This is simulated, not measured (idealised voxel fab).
The name of this process module is voxel plated lines.
Section cut is 245 nm wide and gridded with 5 nm square cells.
We lay out every cross-section as a grid of square cells and spell it out in bands from the top down, where one band means one or more rows of cells.
The band entry comprises the height of the band's top followed by the height of its bottom, expressed in nm, and subsequently the band's materials from left to right, each stated together with its width in nm. Where a single material is marked with the word "full width", that material fills the band from edge to edge. The word "air" represents empty space.
Height is counted from the level 0, under which the received wafer is composed throughout of one material. The lowest of the bands is not closed at the bottom but continues downward, in the notation "top 0, no bottom".
The width entry "30->40" should be interpreted row by row: the top row of cells in the band takes the first number, the bottom row takes the second number, and the change between adjacent rows is uniform throughout.
"stayed the same", as given for a step, is the statement that not any cell of the cross-section underwent a change during that step.
"Cavities, sealed" means: voids of 8 cells or more that are shut off from the top with no open way through. Written width x height at distance, distance from the left edge, in nm.
The remark found on a step's line after its settings is issued by the simulator itself and pertains to that step.
The line of a step may include "overlay nm". On a step with a mask, this value is how far to the right of its planned place the mask lay. A negative value means the mask lay to the left.

Listed below are the process steps as planned:
- 1: RECEIVE | material Si
- 2: CONFORMAL_DEP | material SiN | thk nm 15
- 3: DIRECTIONAL_DEP | material TiN | thk nm 5
- 4: PATTERN | tone open | mask id LINES | material resist | width nm 15 | pitch nm 35 | thk nm 40 | overlay nm 0
- 5: EPI | material Ru | thk nm 5
- 6: EPI | material Ru | thk nm 5
- 7: EPI | material Ru | thk nm 5
- 8: STRIP | etch materials resist
- 9: DIRECTIONAL_ETCH | etch materials TiN | depth nm 5
- 10: CONFORMAL_DEP | material SiN | thk nm 10

First of the two wafers, run per plan:

As-received wafer cross-section (after step 1):
* top 0, no bottom  Si full width
* Cavities, sealed: none

You're looking at a cross-section of the wafer after step 2:
* top 15, bottom 0  SiN full width
* Everything below 0 is unchanged.

You're looking at a cross-section of the wafer after step 3:
* top 20, bottom 15  TiN full width
* Everything below 15 is unchanged.

You're looking at a cross-section of the wafer after step 4:
* top 60, bottom 20  80 resist; 15 air; 20 resist; 15 air; 20 resist; 15 air; 80 resist
* Everything below 20 is unchanged.

You're looking at a cross-section of the wafer after step 5:
* top 60, bottom 25  80 resist; 15 air; 20 resist; 15 air; 20 resist; 15 air; 80 resist
* top 25, bottom 20  80 resist; 15 Ru; 20 resist; 15 Ru; 20 resist; 15 Ru; 80 resist
* Everything below 20 is unchanged.

You're looking at a cross-section of the wafer after step 6:
* top 60, bottom 30  80 resist; 15 air; 20 resist; 15 air; 20 resist; 15 air; 80 resist
* top 30, bottom 20  80 resist; 15 Ru; 20 resist; 15 Ru; 20 resist; 15 Ru; 80 resist
* Everything below 20 is unchanged.

You're looking at a cross-section of the wafer after step 7:
* top 60, bottom 35  80 resist; 15 air; 20 resist; 15 air; 20 resist; 15 air; 80 resist
* top 35, bottom 20  80 resist; 15 Ru; 20 resist; 15 Ru; 20 resist; 15 Ru; 80 resist
* Everything below 20 is unchanged.

You're looking at a cross-section of the wafer after step 8:
* top 35, bottom 20  80 air; 15 Ru; 20 air; 15 Ru; 20 air; 15 Ru; 80 air
* Everything below 20 is unchanged.

You're looking at a cross-section of the wafer after step 9:
* top 35, bottom 20  80 air; 15 Ru; 20 air; 15 Ru; 20 air; 15 Ru; 80 air
* top 20, bottom 15  80 air; 15 TiN; 20 air; 15 TiN; 20 air; 15 TiN; 80 air
* Everything below 15 is unchanged.

You're looking at a cross-section of the wafer after step 10:
* top 45, bottom 35  70 air; 105 SiN; 70 air
* top 35, bottom 25  70 air; 10 SiN; 15 Ru; 20 SiN; 15 Ru; 20 SiN; 15 Ru; 10 SiN; 70 air
* top 25, bottom 20  80 SiN; 15 Ru; 20 SiN; 15 Ru; 20 SiN; 15 Ru; 80 SiN
* top 20, bottom 15  80 SiN; 15 TiN; 20 SiN; 15 TiN; 20 SiN; 15 TiN; 80 SiN
* Everything below 15 is unchanged.

Second wafer: same start and same plan as the first, one execution error; identical to the first through step 2:

When step 3 should have ended:
* top 30, bottom 15  TiN full width
* Everything below 15 is unchanged.

When step 4 should have ended:
* top 70, bottom 30  80 resist; 15 air; 20 resist; 15 air; 20 resist; 15 air; 80 resist
* Everything below 30 is unchanged.

When step 5 should have ended:
* top 70, bottom 35  80 resist; 15 air; 20 resist; 15 air; 20 resist; 15 air; 80 resist
* top 35, bottom 30  80 resist; 15 Ru; 20 resist; 15 Ru; 20 resist; 15 Ru; 80 resist
* Everything below 30 is unchanged.

When step 6 should have ended:
* top 70, bottom 40  80 resist; 15 air; 20 resist; 15 air; 20 resist; 15 air; 80 resist
* top 40, bottom 30  80 resist; 15 Ru; 20 resist; 15 Ru; 20 resist; 15 Ru; 80 resist
* Everything below 30 is unchanged.

When step 7 should have ended:
* top 70, bottom 45  80 resist; 15 air; 20 resist; 15 air; 20 resist; 15 air; 80 resist
* top 45, bottom 30  80 resist; 15 Ru; 20 resist; 15 Ru; 20 resist; 15 Ru; 80 resist
* Everything below 30 is unchanged.

When step 8 should have ended:
* top 45, bottom 30  80 air; 15 Ru; 20 air; 15 Ru; 20 air; 15 Ru; 80 air
* Everything below 30 is unchanged.

When step 9 should have ended:
* top 45, bottom 30  80 air; 15 Ru; 20 air; 15 Ru; 20 air; 15 Ru; 80 air
* top 30, bottom 25  80 air; 15 TiN; 20 air; 15 TiN; 20 air; 15 TiN; 80 air
* Everything below 25 is unchanged.

When step 10 should have ended:
* top 55, bottom 45  70 air; 105 SiN; 70 air
* top 45, bottom 35  70 air; 10 SiN; 15 Ru; 20 SiN; 15 Ru; 20 SiN; 15 Ru; 10 SiN; 70 air
* top 35, bottom 30  80 SiN; 15 Ru; 20 SiN; 15 Ru; 20 SiN; 15 Ru; 80 SiN
* top 30, bottom 25  80 SiN; 15 TiN; 20 SiN; 15 TiN; 20 SiN; 15 TiN; 80 SiN
* Everything below 25 is unchanged.
Finding, execution versus plan: the process deviated at step 3: the operation and settings actually run there were DIRECTIONAL_DEP | material TiN | thk nm 15
Final tally in cells, some materials are higher or lower on the second wafer than on the first: TiN: 98 more
